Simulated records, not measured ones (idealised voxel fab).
The document below concerns the process module designated voxel spacer lines.
The cross-section on display is named cut; it measures 240 nm wide, and its cells are 5 nm squares.
Throughout this document, each cross-section is represented as a grid of square cells and is presented as a sequence of bands enumerated from the top downward, where a band comprises one or more rows of cells.
Per band: top height and bottom height in nm, followed by the left-to-right materials and their widths in nm; "full width" marks a single material spanning edge to edge, "blank" marks empty space.
Zero point of the height axis is 0; under it, received wafer = one material. Lowest band: continues down indefinitely, "0 -> down".
Width spec "30..40" -> top row of cells at first value, bottom row at second value, equal per-row change in between.
Any step labelled "everything unchanged" changed none of the cells in the cross-section.
Basically, "Closed void roster" tells you about the enclosed voids: empty spaces with no open way to the top, 8 cells or bigger, each written width x height at distance, where distance is from the left edge, all in nm.
after a step's settings: what the simulator itself notes on the step
The optional step-line setting "overlay nm" applies to steps with a mask and quantifies how far to the right of its planned location the mask lay, a negative value indicating leftward placement.
**Below is the list of planned process steps**
1: RECEIVE (material Si)
2: CONFORMAL_DEP (material Al2O3; thk nm 5)
3: DIRECTIONAL_DEP (material polySi; thk nm 20)
4: DIRECTIONAL_DEP (material aC; thk nm 25)
5: PATTERN (tone cover; mask id MANDREL; material resist; width nm 15; pitch nm 50; thk nm 30; overlay nm 0)
6: DIRECTIONAL_ETCH (etch materials aC; depth nm 25)
7: STRIP (etch materials resist)
8: CONFORMAL_DEP (material SiO2; thk nm 10)
9: DIRECTIONAL_ETCH (etch materials SiO2; depth nm 10)
10: STRIP (etch materials aC)
11: DIRECTIONAL_ETCH (etch materials polySi; depth nm 20)
12: STRIP (etch materials SiO2)
13: FILL_DEP (material SiO2; thk nm 10)
14: CMP (height nm 25)
**Below: the first of two wafers, run as planned**
**Here's what the wafer looked like in cross-section when it arrived - that's after step 1**
> 0 -> down: Si full width
> Closed void roster: none
**Cross-section of the wafer after step 2**
> 5 -> 0: Al2O3 full width
> Below 0 it's all the same as before, nothing changed down there.
**Cross-section of the wafer after step 3**
> 25 -> 5: polySi full width
> Below 5 it's all the same as before, nothing changed down there.
**Cross-section of the wafer after step 4**
> 50 -> 25: aC full width
> Below 25 it's all the same as before, nothing changed down there.
**Cross-section of the wafer after step 5**
> 80 -> 50: blank (60) | resist (15) | blank (35) | resist (15) | blank (35) | resist (15) | blank (65)
> Below 50 it's all the same as before, nothing changed down there.
**Cross-section of the wafer after step 6**
> 55 -> 50: blank (60) | resist (15) | blank (35) | resist (15) | blank (35) | resist (15) | blank (65)
> 50 -> 25: blank (60) | aC (15) | blank (35) | aC (15) | blank (35) | aC (15) | blank (65)
> Below 25 it's all the same as before, nothing changed down there.
**Cross-section of the wafer after step 7**
> 50 -> 25: blank (60) | aC (15) | blank (35) | aC (15) | blank (35) | aC (15) | blank (65)
> Below 25 it's all the same as before, nothing changed down there.
**Cross-section of the wafer after step 8**
> 60 -> 50: blank (50) | SiO2 (35) | blank (15) | SiO2 (35) | blank (15) | SiO2 (35) | blank (55)
> 50 -> 35: blank (50) | SiO2 (10) | aC (15) | SiO2 (10) | blank (15) | SiO2 (10) | aC (15) | SiO2 (10) | blank (15) | SiO2 (10) | aC (15) | SiO2 (10) | blank (55)
> 35 -> 25: SiO2 (60) | aC (15) | SiO2 (35) | aC (15) | SiO2 (35) | aC (15) | SiO2 (65)
> Below 25 it's all the same as before, nothing changed down there.
**Cross-section of the wafer after step 9**
> 50 -> 25: blank (50) | SiO2 (10) | aC (15) | SiO2 (10) | blank (15) | SiO2 (10) | aC (15) | SiO2 (10) | blank (15) | SiO2 (10) | aC (15) | SiO2 (10) | blank (55)
> Below 25 it's all the same as before, nothing changed down there.
**Cross-section of the wafer after step 10**
> 50 -> 25: blank (50) | SiO2 (10) | blank (15) | SiO2 (10) | blank (15) | SiO2 (10) | blank (15) | SiO2 (10) | blank (15) | SiO2 (10) | blank (15) | SiO2 (10) | blank (55)
> Below 25 it's all the same as before, nothing changed down there.
**Cross-section of the wafer after step 11**
> 50 -> 25: blank (50) | SiO2 (10) | blank (15) | SiO2 (10) | blank (15) | SiO2 (10) | blank (15) | SiO2 (10) | blank (15) | SiO2 (10) | blank (15) | SiO2 (10) | blank (55)
> 25 -> 5: blank (50) | polySi (10) | blank (15) | polySi (10) | blank (15) | polySi (10) | blank (15) | polySi (10) | blank (15) | polySi (10) | blank (15) | polySi (10) | blank (55)
> Below 5 it's all the same as before, nothing changed down there.
**Cross-section of the wafer after step 12**
> 25 -> 5: blank (50) | polySi (10) | blank (15) | polySi (10) | blank (15) | polySi (10) | blank (15) | polySi (10) | blank (15) | polySi (10) | blank (15) | polySi (10) | blank (55)
> Below 5 it's all the same as before, nothing changed down there.
**Cross-section of the wafer after step 13**
> 35 -> 25: SiO2 full width
> 25 -> 5: SiO2 (50) | polySi (10) | SiO2 (15) | polySi (10) | SiO2 (15) | polySi (10) | SiO2 (15) | polySi (10) | SiO2 (15) | polySi (10) | SiO2 (15) | polySi (10) | SiO2 (55)
> Below 5 it's all the same as before, nothing changed down there.
**Cross-section of the wafer after step 14**
> 25 -> 5: SiO2 (50) | polySi (10) | SiO2 (15) | polySi (10) | SiO2 (15) | polySi (10) | SiO2 (15) | polySi (10) | SiO2 (15) | polySi (10) | SiO2 (15) | polySi (10) | SiO2 (55)
> Below 5 it's all the same as before, nothing changed down there.
**The second wafer: identical to the first at the outset and in its planned sequence, differing only in that one mistake was made during processing; up to and including step 13, its path is the first wafer's path**
**Planned end of step 14: second wafer, cross-section**
> 15 -> 5: SiO2 (50) | polySi (10) | SiO2 (15) | polySi (10) | SiO2 (15) | polySi (10) | SiO2 (15) | polySi (10) | SiO2 (15) | polySi (10) | SiO2 (15) | polySi (10) | SiO2 (55)
> Below 5 it's all the same as before, nothing changed down there.
Misprocessing identified: step 14, actual vs plan mismatch, actual run CMP (height nm 15)
The final cell counts differ between the wafers, with the second having more or fewer of some materials than the first: 72 fewer of SiO2, 24 fewer of polySi
